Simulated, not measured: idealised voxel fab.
Name of the process module below: voxel gate over fins
Shown is cross-section cut, with a width of 210 nm and square cells of size 5 nm.
A cross-section in this document is a grid of square cells, and it is written down as bands, the top band listed before the ones below it; a band is made up of one or more rows of cells. Top, bottom (nm), then materials left to right with widths (nm); lone material tagged "full width" fills the whole band edge to edge; "blank" = empty space. Heads up on the height convention: 0 is the point under which the incoming wafer is all one material, and the lowest band has no bottom, it just keeps going down, like "top 0, no bottom". Think of "30 to 40" as a width that walks from the first number to the second as you go down the band, top row to bottom row, taking equal-sized steps from row to row. "nothing changed" for a step: no cell of the cross-section changed in that step. Basically, "Sealed internal cavities" tells you about the enclosed voids: empty spaces with no open way to the top, 8 cells or bigger, each written width x height at distance, where distance is from the left edge, all in nm. Anything after a step's settings on that line? It's the simulator's own note about the step. What "overlay nm" on a step's line means: if the step has a mask, that mask lay this far to the right of its planned place, or, when the value is negative, to the left.
Planned step list for the process:
1,RECEIVE,material Si
2,CONFORMAL_DEP,material SiN,thk nm 5
3,DIRECTIONAL_DEP,material aC,thk nm 10
4,PATTERN,tone cover,mask id FINS,material resist,width nm 15,pitch nm 45,thk nm 30,overlay nm 0
5,DIRECTIONAL_ETCH,etch materials aC,depth nm 10
6,STRIP,etch materials resist
7,DIRECTIONAL_ETCH,etch materials SiN,depth nm 5
8,DIRECTIONAL_ETCH,etch materials Si,depth nm 35
9,STRIP,etch materials aC
10,OXIDIZE,depth nm 5
11,FILL_DEP,material SiO2,thk nm 15
12,CMP,height nm 5
13,SELECTIVE_ETCH,etch materials SiO2,depth nm 20
14,STRIP,etch materials SiN
15,CONFORMAL_DEP,material HfO2,thk nm 5
16,CONFORMAL_DEP,material TiN,thk nm 5
17,FILL_DEP,material W,thk nm 10
18,CMP,height nm 15
19,CONFORMAL_DEP,material SiN,thk nm 10
The plan shows the width nm of step 4 as the first wafer had it; this setting differs between the wafers, which start out alike.
As-received state after step 1, first of several wafers, cross-section:
    top 0, no bottom | Si full width
    Sealed internal cavities: none
Below: a row per wafer. Contents at end of module: for every material, cells gained since receipt (+) or lost since receipt (-); then closed voids:
width nm 15; +60 HfO2; -312 Si; +84 SiN; +195 SiO2; +60 TiN; +123 W; Sealed internal cavities: none
width nm 20; +60 HfO2; -288 Si; +84 SiN; +180 SiO2; +60 TiN; +114 W; Sealed internal cavities: none
width nm 25; +60 HfO2; -264 Si; +84 SiN; +165 SiO2; +60 TiN; +105 W; Sealed internal cavities: none
width nm 30; +60 HfO2; -240 Si; +84 SiN; +150 SiO2; +60 TiN; +96 W; Sealed internal cavities: none
